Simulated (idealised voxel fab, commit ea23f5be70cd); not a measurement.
Process module heading - voxel capacitor over wiring
Displayed cross-section: cut, width of 220 nm, square cells sized 5 nm.
Cross-section format: a grid of square cells, given as bands from top to bottom; each band is one or more rows of cells. Per band: top height and bottom height in nm, followed by the left-to-right materials and their widths in nm; "edge to edge" marks a single material spanning edge to edge, "empty" marks empty space. Height reference: 0 = level under which incoming wafer is all one material. Lowest band: no bottom, runs on downward, e.g. "0 -> down". A width such as "30->40" changes by the same amount from each row of cells to the next, from the band's top row to its bottom row. Step note "nothing changed" = no cross-section cell changed. "Enclosed empty spaces" - sealed voids, min. 8 cells, no opening to top; format: width x height at distance (distance from left edge; nm throughout). It should be noted that, on the line of a given step, the content following the step's settings is a remark produced by the simulator itself with respect to that step. On any step carrying a mask, the "overlay nm" setting, if present on the step's line, tells how far right of its planned place the mask lay; negative values point to the left.

Planned process steps:
1 RECEIVE (material Si)
2 CONFORMAL_DEP (material SiO2; thk nm 10)
3 CONFORMAL_DEP (material SiN; thk nm 5)
4 DIRECTIONAL_DEP (material SiO2; thk nm 15)
5 PATTERN (tone open; mask id METAL_1; material resist; width nm 20; pitch nm 90; thk nm 20; overlay nm 0)
6 DIRECTIONAL_ETCH (etch materials SiO2; depth nm 15)
7 DIRECTIONAL_ETCH (etch materials SiN; depth nm 5)
8 STRIP (etch materials resist)
9 CONFORMAL_DEP (material TiN; thk nm 5)
10 FILL_DEP (material Ru; thk nm 5)
11 CMP (height nm 30)
12 EPI (material Ru; thk nm 5)
13 FILL_DEP (material SiCN; thk nm 5)
14 DIRECTIONAL_DEP (material lowk; thk nm 20)
15 MASKED_ETCH (tone open; mask id PLUG_1; width nm 15; etch materials lowk; depth nm 20; overlay nm 0)
16 MASKED_ETCH (tone open; mask id PLUG_1; width nm 15; etch materials SiCN; depth nm 5; overlay nm 0)
17 CONFORMAL_DEP (material TiN; thk nm 5)
18 FILL_DEP (material Cu; thk nm 10)
19 CMP (height nm 60)
20 DIRECTIONAL_DEP (material TiN; thk nm 10)
21 DIRECTIONAL_DEP (material SiN; thk nm 5)
22 DIRECTIONAL_DEP (material TiN; thk nm 5)
23 PATTERN (tone cover; mask id UPPER_PLATE; material resist; width nm 75; thk nm 15; overlay nm 0)
24 DIRECTIONAL_ETCH (etch materials TiN; depth nm 5)
25 DIRECTIONAL_ETCH (etch materials SiN; depth nm 5)
26 STRIP (etch materials resist)
27 DIRECTIONAL_DEP (material aC; thk nm 10)
28 PATTERN (tone cover; mask id LOWER_PLATE; material resist; width nm 85; thk nm 25; overlay nm 0)
29 DIRECTIONAL_ETCH (etch materials aC; depth nm 10)
30 STRIP (etch materials resist)
31 DIRECTIONAL_ETCH (etch materials TiN; depth nm 10)
32 STRIP (etch materials aC)
33 FILL_DEP (material SiO2; thk nm 20)
34 CMP (height nm 95)
35 PATTERN (tone open; mask id PLUG_2; material resist; width nm 15; thk nm 15; overlay nm 0)
36 DIRECTIONAL_ETCH (etch materials SiO2; depth nm 15)
37 STRIP (etch materials resist)
38 CONFORMAL_DEP (material TiN; thk nm 5)
39 FILL_DEP (material Cu; thk nm 10)
40 CMP (height nm 95)
41 CONFORMAL_DEP (material SiN; thk nm 5)

Shown in cross-section is the wafer as received, that is, as it stands after step 1:
0 -> down  Si edge to edge
Enclosed empty spaces: none

Post-module cross-section: identical start and plan to those above, one misstep in execution:
100 -> 95  SiN edge to edge
95 -> 85  70 SiO2  5 TiN  5 Cu  5 TiN  135 SiO2
85 -> 75  70->65 SiO2  15->65 TiN  135->90 SiO2
75 -> 70  65 SiO2  65 SiN  90 SiO2
70 -> 60  55 SiO2  85 TiN  80 SiO2
60 -> 40  60 lowk  5 TiN  5 Cu  5 TiN  145 lowk
40 -> 35  60 SiCN  15 TiN  145 SiCN
35 -> 30  50 SiCN  30 Ru  60 SiCN  30 Ru  50 SiCN
30 -> 15  55 SiO2  5 TiN  10 Ru  5 TiN  70 SiO2  5 TiN  10 Ru  5 TiN  55 SiO2
15 -> 10  55 SiN  20 TiN  70 SiN  20 TiN  55 SiN
10 -> 0  SiO2 edge to edge
0 -> down  Si edge to edge
Enclosed empty spaces: none
The mistake made against the process plan was this: off-plan run, step 23, actual operation and settings PATTERN (tone cover; mask id UPPER_PLATE; material resist; width nm 65; thk nm 15; overlay nm 0)
